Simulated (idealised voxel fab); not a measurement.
Presented below is a process module, voxel gate over fins.
Section shown: cut. Width: 275 nm. Cell size: 5 nm, square.
Cross-section format: a grid of square cells, given as bands from top to bottom; each band is one or more rows of cells. Basically the band line says how high the top is and how high the bottom is, in nm, and then what's in it from left to right, every material with its width in nm. Empty space shows up as "empty", and if a single material carries "edge to edge" it runs the full band edge to edge. Heads up on the height convention: 0 is the point under which the incoming wafer is all one material, and the lowest band has no bottom, it just keeps going down, like "z 0 and below". Think of "30 to 40" as a width that walks from the first number to the second as you go down the band, top row to bottom row, taking equal-sized steps from row to row. Where a step carries "no modification", the cross-section came out of it unchanged, cell for cell. "Enclosed internal cavities": sealed empty spaces, 8 cells or more, no open way to top, listed width x height at distance, with distance from the left edge and width, height and distance in nm. Post-settings text on a step line: simulator's own remark regarding the step. The optional step-line setting "overlay nm" applies to steps with a mask and quantifies how far to the right of its planned location the mask lay, a negative value indicating leftward placement.

Below is the list of planned process steps
1,RECEIVE [material Si]
2,CONFORMAL_DEP [material SiN] [thk nm 10]
3,DIRECTIONAL_DEP [material aC] [thk nm 15]
4,PATTERN [tone cover] [mask id FINS] [material resist] [width nm 15] [pitch nm 60] [thk nm 30] [overlay nm 0]
5,DIRECTIONAL_ETCH [etch materials aC] [depth nm 15]
6,STRIP [etch materials resist]
7,DIRECTIONAL_ETCH [etch materials SiN] [depth nm 10]
8,DIRECTIONAL_ETCH [etch materials Si] [depth nm 30]
9,STRIP [etch materials aC]
10,FILL_DEP [material SiO2] [thk nm 10]
11,CMP [height nm 10]
12,DIRECTIONAL_DEP [material aC] [thk nm 15]
13,PATTERN [tone open] [mask id RAIL] [material resist] [width nm 15] [thk nm 35] [overlay nm 0]
14,DIRECTIONAL_ETCH [etch materials aC] [depth nm 15]
15,STRIP [etch materials resist]
16,DIRECTIONAL_ETCH [etch materials SiO2] [depth nm 35]
17,STRIP [etch materials aC]
18,CONFORMAL_DEP [material TiN] [thk nm 5]
19,FILL_DEP [material W] [thk nm 10]
20,CMP [height nm 10]
21,SELECTIVE_ETCH [etch materials W Ru TiN] [depth nm 25]
22,FILL_DEP [material SiO2] [thk nm 5]
23,CMP [height nm 10]
24,SELECTIVE_ETCH [etch materials SiO2] [depth nm 20]
25,STRIP [etch materials SiN]
26,CONFORMAL_DEP [material HfO2] [thk nm 5]
27,CONFORMAL_DEP [material TiN] [thk nm 5]
28,CONFORMAL_DEP [material TiAl] [thk nm 5]
29,CONFORMAL_DEP [material TiN] [thk nm 5]
30,FILL_DEP [material W] [thk nm 15]
31,CMP [height nm 30]
32,CONFORMAL_DEP [material SiN] [thk nm 10]

Wafer, first of two, run as planned

Wafer as received: cross-section following step 1
    z 0 and below | Si edge to edge
    Enclosed internal cavities: none

Cross-section through the wafer, step 2 finished
    z 10 to 0 | SiN edge to edge
    Lower than 0, everything is as it was.

Cross-section through the wafer, step 3 finished
    z 25 to 10 | aC edge to edge
    Lower than 10, everything is as it was.

Cross-section through the wafer, step 4 finished
    z 55 to 25 | empty 100, resist 15, empty 45, resist 15, empty 100
    Lower than 25, everything is as it was.

Cross-section through the wafer, step 5 finished
    z 40 to 25 | empty 100, resist 15, empty 45, resist 15, empty 100
    z 25 to 10 | empty 100, aC 15, empty 45, aC 15, empty 100
    Lower than 10, everything is as it was.

Cross-section through the wafer, step 6 finished
    z 25 to 10 | empty 100, aC 15, empty 45, aC 15, empty 100
    Lower than 10, everything is as it was.

Cross-section through the wafer, step 7 finished
    z 25 to 10 | empty 100, aC 15, empty 45, aC 15, empty 100
    z 10 to 0 | empty 100, SiN 15, empty 45, SiN 15, empty 100
    Lower than 0, everything is as it was.

Cross-section through the wafer, step 8 finished
    z 25 to 10 | empty 100, aC 15, empty 45, aC 15, empty 100
    z 10 to 0 | empty 100, SiN 15, empty 45, SiN 15, empty 100
    z 0 to -30 | empty 100, Si 15, empty 45, Si 15, empty 100
    Lower than -30, everything is as it was.

Cross-section through the wafer, step 9 finished
    z 10 to 0 | empty 100, SiN 15, empty 45, SiN 15, empty 100
    Lower than 0, everything is as it was.

Cross-section through the wafer, step 10 finished
    z 20 to 10 | SiO2 edge to edge
    z 10 to 0 | SiO2 100, SiN 15, SiO2 45, SiN 15, SiO2 100
    z 0 to -30 | SiO2 100, Si 15, SiO2 45, Si 15, SiO2 100
    Lower than -30, everything is as it was.

Cross-section through the wafer, step 11 finished
    z 10 to 0 | SiO2 100, SiN 15, SiO2 45, SiN 15, SiO2 100
    Lower than 0, everything is as it was.

Cross-section through the wafer, step 12 finished
    z 25 to 10 | aC edge to edge
    Lower than 10, everything is as it was.

Cross-section through the wafer, step 13 finished
    z 60 to 25 | resist 130, empty 15, resist 130
    Lower than 25, everything is as it was.

Cross-section through the wafer, step 14 finished
    z 45 to 25 | resist 130, empty 15, resist 130
    z 25 to 10 | aC 130, empty 15, aC 130
    Lower than 10, everything is as it was.

Cross-section through the wafer, step 15 finished
    z 25 to 10 | aC 130, empty 15, aC 130
    Lower than 10, everything is as it was.

Cross-section through the wafer, step 16 finished
    z 25 to 10 | aC 130, empty 15, aC 130
    z 10 to 0 | SiO2 100, SiN 15, SiO2 15, empty 15, SiO2 15, SiN 15, SiO2 100
    z 0 to -25 | SiO2 100, Si 15, SiO2 15, empty 15, SiO2 15, Si 15, SiO2 100
    Lower than -25, everything is as it was.

Cross-section through the wafer, step 17 finished
    z 10 to 0 | SiO2 100, SiN 15, SiO2 15, empty 15, SiO2 15, SiN 15, SiO2 100
    Lower than 0, everything is as it was.

Cross-section through the wafer, step 18 finished
    z 15 to 10 | TiN 135, empty 5, TiN 135
    z 10 to 0 | SiO2 100, SiN 15, SiO2 15, TiN 5, empty 5, TiN 5, SiO2 15, SiN 15, SiO2 100
    z 0 to -20 | SiO2 100, Si 15, SiO2 15, TiN 5, empty 5, TiN 5, SiO2 15, Si 15, SiO2 100
    z -20 to -25 | SiO2 100, Si 15, SiO2 15, TiN 15, SiO2 15, Si 15, SiO2 100
    Lower than -25, everything is as it was.

Cross-section through the wafer, step 19 finished
    z 25 to 15 | W edge to edge
    z 15 to 10 | TiN 135, W 5, TiN 135
    z 10 to 0 | SiO2 100, SiN 15, SiO2 15, TiN 5, W 5, TiN 5, SiO2 15, SiN 15, SiO2 100
    z 0 to -20 | SiO2 100, Si 15, SiO2 15, TiN 5, W 5, TiN 5, SiO2 15, Si 15, SiO2 100
    Lower than -20, everything is as it was.

Cross-section through the wafer, step 20 finished
    z 10 to 0 | SiO2 100, SiN 15, SiO2 15, TiN 5, W 5, TiN 5, SiO2 15, SiN 15, SiO2 100
    Lower than 0, everything is as it was.

Cross-section through the wafer, step 21 finished
    z 10 to 0 | SiO2 100, SiN 15, SiO2 15, empty 15, SiO2 15, SiN 15, SiO2 100
    z 0 to -15 | SiO2 100, Si 15, SiO2 15, empty 15, SiO2 15, Si 15, SiO2 100
    Lower than -15, everything is as it was.

Cross-section through the wafer, step 22 finished
    z 15 to 10 | SiO2 edge to edge
    z 10 to 0 | SiO2 100, SiN 15, SiO2 45, SiN 15, SiO2 100
    z 0 to -15 | SiO2 100, Si 15, SiO2 45, Si 15, SiO2 100
    Lower than -15, everything is as it was.

Cross-section through the wafer, step 23 finished
    z 10 to 0 | SiO2 100, SiN 15, SiO2 45, SiN 15, SiO2 100
    Lower than 0, everything is as it was.

Cross-section through the wafer, step 24 finished
    z 10 to 0 | empty 100, SiN 15, empty 45, SiN 15, empty 100
    z 0 to -10 | empty 100, Si 15, empty 45, Si 15, empty 100
    Lower than -10, everything is as it was.

Cross-section through the wafer, step 25 finished
    z 0 to -10 | empty 100, Si 15, empty 45, Si 15, empty 100
    Lower than -10, everything is as it was.

Cross-section through the wafer, step 26 finished
    z 5 to 0 | empty 95, HfO2 25, empty 35, HfO2 25, empty 95
    z 0 to -5 | empty 95, HfO2 5, Si 15, HfO2 5, empty 35, HfO2 5, Si 15, HfO2 5, empty 95
    z -5 to -10 | HfO2 100, Si 15, HfO2 45, Si 15, HfO2 100
    Lower than -10, everything is as it was.

Cross-section through the wafer, step 27 finished
    z 10 to 5 | empty 90, TiN 35, empty 25, TiN 35, empty 90
    z 5 to 0 | empty 90, TiN 5, HfO2 25, TiN 5, empty 25, TiN 5, HfO2 25, TiN 5, empty 90
    z 0 to -5 | TiN 95, HfO2 5, Si 15, HfO2 5, TiN 35, HfO2 5, Si 15, HfO2 5, TiN 95
    Lower than -5, everything is as it was.

Cross-section through the wafer, step 28 finished
    z 15 to 10 | empty 85, TiAl 45, empty 15, TiAl 45, empty 85
    z 10 to 5 | empty 85, TiAl 5, TiN 35, TiAl 5, empty 15, TiAl 5, TiN 35, TiAl 5, empty 85
    z 5 to 0 | TiAl 90, TiN 5, HfO2 25, TiN 5, TiAl 25, TiN 5, HfO2 25, TiN 5, TiAl 90
    Lower than 0, everything is as it was.

Cross-section through the wafer, step 29 finished
    z 20 to 15 | empty 80, TiN 55, empty 5, TiN 55, empty 80
    z 15 to 10 | empty 80, TiN 5, TiAl 45, TiN 5, empty 5, TiN 5, TiAl 45, TiN 5, empty 80
    z 10 to 5 | TiN 85, TiAl 5, TiN 35, TiAl 5, TiN 15, TiAl 5, TiN 35, TiAl 5, TiN 85
    Lower than 5, everything is as it was.

Cross-section through the wafer, step 30 finished
    z 35 to 20 | W edge to edge
    z 20 to 15 | W 80, TiN 55, W 5, TiN 55, W 80
    z 15 to 10 | W 80, TiN 5, TiAl 45, TiN 5, W 5, TiN 5, TiAl 45, TiN 5, W 80
    Lower than 10, everything is as it was.

Cross-section through the wafer, step 31 finished
    z 30 to 20 | W edge to edge
    Lower than 20, everything is as it was.

Cross-section through the wafer, step 32 finished
    z 40 to 30 | SiN edge to edge
    Lower than 30, everything is as it was.

Second wafer - shared start and plan with the first - one error in running - same as the first up to step 3 inclusive

Second wafer, cross-section, planned end of step 4
    z 55 to 25 | resist 100, empty 15, resist 45, empty 15, resist 100
    Lower than 25, everything is as it was.

Second wafer, cross-section, planned end of step 5
    z 40 to 25 | resist 100, empty 15, resist 45, empty 15, resist 100
    z 25 to 10 | aC 100, empty 15, aC 45, empty 15, aC 100
    Lower than 10, everything is as it was.

Second wafer, cross-section, planned end of step 6
    z 25 to 10 | aC 100, empty 15, aC 45, empty 15, aC 100
    Lower than 10, everything is as it was.

Second wafer, cross-section, planned end of step 7
    z 25 to 10 | aC 100, empty 15, aC 45, empty 15, aC 100
    z 10 to 0 | SiN 100, empty 15, SiN 45, empty 15, SiN 100
    Lower than 0, everything is as it was.

Second wafer, cross-section, planned end of step 8
    z 25 to 10 | aC 100, empty 15, aC 45, empty 15, aC 100
    z 10 to 0 | SiN 100, empty 15, SiN 45, empty 15, SiN 100
    z 0 to -30 | Si 100, empty 15, Si 45, empty 15, Si 100
    Lower than -30, everything is as it was.

Second wafer, cross-section, planned end of step 9
    z 10 to 0 | SiN 100, empty 15, SiN 45, empty 15, SiN 100
    Lower than 0, everything is as it was.

Second wafer, cross-section, planned end of step 10
    z 20 to 10 | SiO2 edge to edge
    z 10 to 0 | SiN 100, SiO2 15, SiN 45, SiO2 15, SiN 100
    z 0 to -30 | Si 100, SiO2 15, Si 45, SiO2 15, Si 100
    Lower than -30, everything is as it was.

Second wafer, cross-section, planned end of step 11
    z 10 to 0 | SiN 100, SiO2 15, SiN 45, SiO2 15, SiN 100
    Lower than 0, everything is as it was.

Second wafer, cross-section, planned end of step 12
    z 25 to 10 | aC edge to edge
    Lower than 10, everything is as it was.

Second wafer, cross-section, planned end of step 13
    z 60 to 25 | resist 130, empty 15, resist 130
    Lower than 25, everything is as it was.

Second wafer, cross-section, planned end of step 14
    z 45 to 25 | resist 130, empty 15, resist 130
    z 25 to 10 | aC 130, empty 15, aC 130
    Lower than 10, everything is as it was.

Second wafer, cross-section, planned end of step 15
    z 25 to 10 | aC 130, empty 15, aC 130
    Lower than 10, everything is as it was.

Second wafer, cross-section, planned end of step 16: no modification

Second wafer, cross-section, planned end of step 17
    z 10 to 0 | SiN 100, SiO2 15, SiN 45, SiO2 15, SiN 100
    Lower than 0, everything is as it was.

Second wafer, cross-section, planned end of step 18
    z 15 to 10 | TiN edge to edge
    Lower than 10, everything is as it was.

Second wafer, cross-section, planned end of step 19
    z 25 to 15 | W edge to edge
    Lower than 15, everything is as it was.

Second wafer, cross-section, planned end of step 20
    z 10 to 0 | SiN 100, SiO2 15, SiN 45, SiO2 15, SiN 100
    Lower than 0, everything is as it was.

Second wafer, cross-section, planned end of step 21: no modification

Second wafer, cross-section, planned end of step 22
    z 15 to 10 | SiO2 edge to edge
    Lower than 10, everything is as it was.

Second wafer, cross-section, planned end of step 23
    z 10 to 0 | SiN 100, SiO2 15, SiN 45, SiO2 15, SiN 100
    Lower than 0, everything is as it was.

Second wafer, cross-section, planned end of step 24
    z 10 to 0 | SiN 100, empty 15, SiN 45, empty 15, SiN 100
    z 0 to -10 | Si 100, empty 15, Si 45, empty 15, Si 100
    Lower than -10, everything is as it was.

Second wafer, cross-section, planned end of step 25
    z 0 to -10 | Si 100, empty 15, Si 45, empty 15, Si 100
    Lower than -10, everything is as it was.

Second wafer, cross-section, planned end of step 26
    z 5 to 0 | HfO2 105, empty 5, HfO2 55, empty 5, HfO2 105
    z 0 to -5 | Si 100, HfO2 5, empty 5, HfO2 5, Si 45, HfO2 5, empty 5, HfO2 5, Si 100
    z -5 to -10 | Si 100, HfO2 15, Si 45, HfO2 15, Si 100
    Lower than -10, everything is as it was.

Second wafer, cross-section, planned end of step 27
    z 10 to 5 | TiN edge to edge
    z 5 to 0 | HfO2 105, TiN 5, HfO2 55, TiN 5, HfO2 105
    z 0 to -5 | Si 100, HfO2 5, TiN 5, HfO2 5, Si 45, HfO2 5, TiN 5, HfO2 5, Si 100
    Lower than -5, everything is as it was.

Second wafer, cross-section, planned end of step 28
    z 15 to 10 | TiAl edge to edge
    Lower than 10, everything is as it was.

Second wafer, cross-section, planned end of step 29
    z 20 to 15 | TiN edge to edge
    Lower than 15, everything is as it was.

Second wafer, cross-section, planned end of step 30
    z 35 to 20 | W edge to edge
    Lower than 20, everything is as it was.

Second wafer, cross-section, planned end of step 31
    z 30 to 20 | W edge to edge
    Lower than 20, everything is as it was.

Second wafer, cross-section, planned end of step 32
    z 40 to 30 | SiN edge to edge
    Lower than 30, everything is as it was.
Deviation noted in wafer processing: step 4 did not use the planned setting and instead ran as PATTERN [tone open] [mask id FINS] [material resist] [width nm 15] [pitch nm 60] [thk nm 30] [overlay nm 0]
Count the cells at the end and the second wafer has more or fewer of some materials than the first: Si: 258 more | SiO2: 166 fewer | TiAl: 8 fewer | TiN: 17 fewer | W: 67 fewer
